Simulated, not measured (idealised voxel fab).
You're looking at the process module voxel self aligned contacts.
Cross-section cut: width 250 nm, square cells of 5 nm.
In this document a cross-section is written as a grid of square cells. It is given as a series of bands, listed from the top down, and a band is one or more rows of cells. Band: top height; bottom height; in nm. Then, left to right: material with width in nm, for each material. "edge to edge": a single material spanning edge to edge. "blank": empty space. Heights are expressed relative to 0, this being the level below which the as-received wafer comprises one material exclusively. The lowest band is unbounded in the downward direction and is denoted as in "z 0 and below". The notation "30->40" denotes a width that varies across the rows of cells in the band, beginning at the first number in the top row, finishing at the second number in the bottom row, and changing by an identical amount from each row to the next. "changes: none" (step): cross-section cells unchanged, all of them. Under "Unvented internal voids" you'll find the enclosed gaps, the ones with no way out to the top, that are 8 cells or bigger; each reads width x height at distance, with distance counted from the left edge, everything in nm. If you see something after the settings on a step's line, that's the simulator's own remark about that step. overlay nm: mask right of planned place by this much (step with mask). Neg. = left.

These are the steps we planned for the process:
1: RECEIVE,material Si
2: OXIDIZE,depth nm 5
3: DIRECTIONAL_DEP,material polySi,thk nm 30
4: DIRECTIONAL_DEP,material SiN,thk nm 15
5: DIRECTIONAL_DEP,material aC,thk nm 10
6: PATTERN,tone cover,mask id GATE,material resist,width nm 30,pitch nm 55,thk nm 25,overlay nm 0
7: DIRECTIONAL_ETCH,etch materials aC,depth nm 10
8: STRIP,etch materials resist
9: DIRECTIONAL_ETCH,etch materials SiN,depth nm 15
10: DIRECTIONAL_ETCH,etch materials polySi,depth nm 30
11: STRIP,etch materials aC
12: CONFORMAL_DEP,material SiN,thk nm 5
13: DIRECTIONAL_ETCH,etch materials SiN,depth nm 5
14: FILL_DEP,material SiO2,thk nm 15
15: CMP,height nm 55
16: DIRECTIONAL_DEP,material aC,thk nm 10
17: PATTERN,tone open,mask id CONTACT,material resist,width nm 35,pitch nm 55,thk nm 25,overlay nm 0
18: DIRECTIONAL_ETCH,etch materials aC,depth nm 10
19: STRIP,etch materials resist
20: DIRECTIONAL_ETCH,etch materials SiO2,depth nm 60
21: STRIP,etch materials aC
22: CONFORMAL_DEP,material TiN,thk nm 5
23: FILL_DEP,material W,thk nm 10
24: CMP,height nm 55
25: CONFORMAL_DEP,material SiCN,thk nm 5

Here's what the wafer looked like in cross-section when it arrived - that's after step 1:
* z 0 and below | Si edge to edge
* Unvented internal voids: none

This is how the wafer looks in cross-section once the module is done, given the starting state and plan above and one mistake in carrying the plan out:
* z 60 to 55 | SiCN edge to edge
* z 55 to 45 | SiO2=80 / TiN=5->15 / W=25->5 / TiN=5->15 / SiO2=20 / TiN=5->15 / W=25->5 / TiN=5->15 / SiO2=80
* z 45 to 20 | SiO2=50 / SiN=5 / polySi=30 / SiN=5 / TiN=5 / W=5 / TiN=5 / SiN=5 / polySi=30 / SiN=5 / TiN=5 / W=5 / TiN=5 / SiN=5 / polySi=30 / SiN=5 / SiO2=50
* z 20 to 15 | SiO2=50 / SiN=5 / polySi=30 / SiN=5 / TiN=15 / SiN=5 / polySi=30 / SiN=5 / TiN=15 / SiN=5 / polySi=30 / SiN=5 / SiO2=50
* z 15 to 0 | SiN edge to edge
* z 0 to -5 | SiO2 edge to edge
* z -5 and below | Si edge to edge
* Unvented internal voids: none
Error vs. plan: sequence error: steps 3 and 4 interchanged
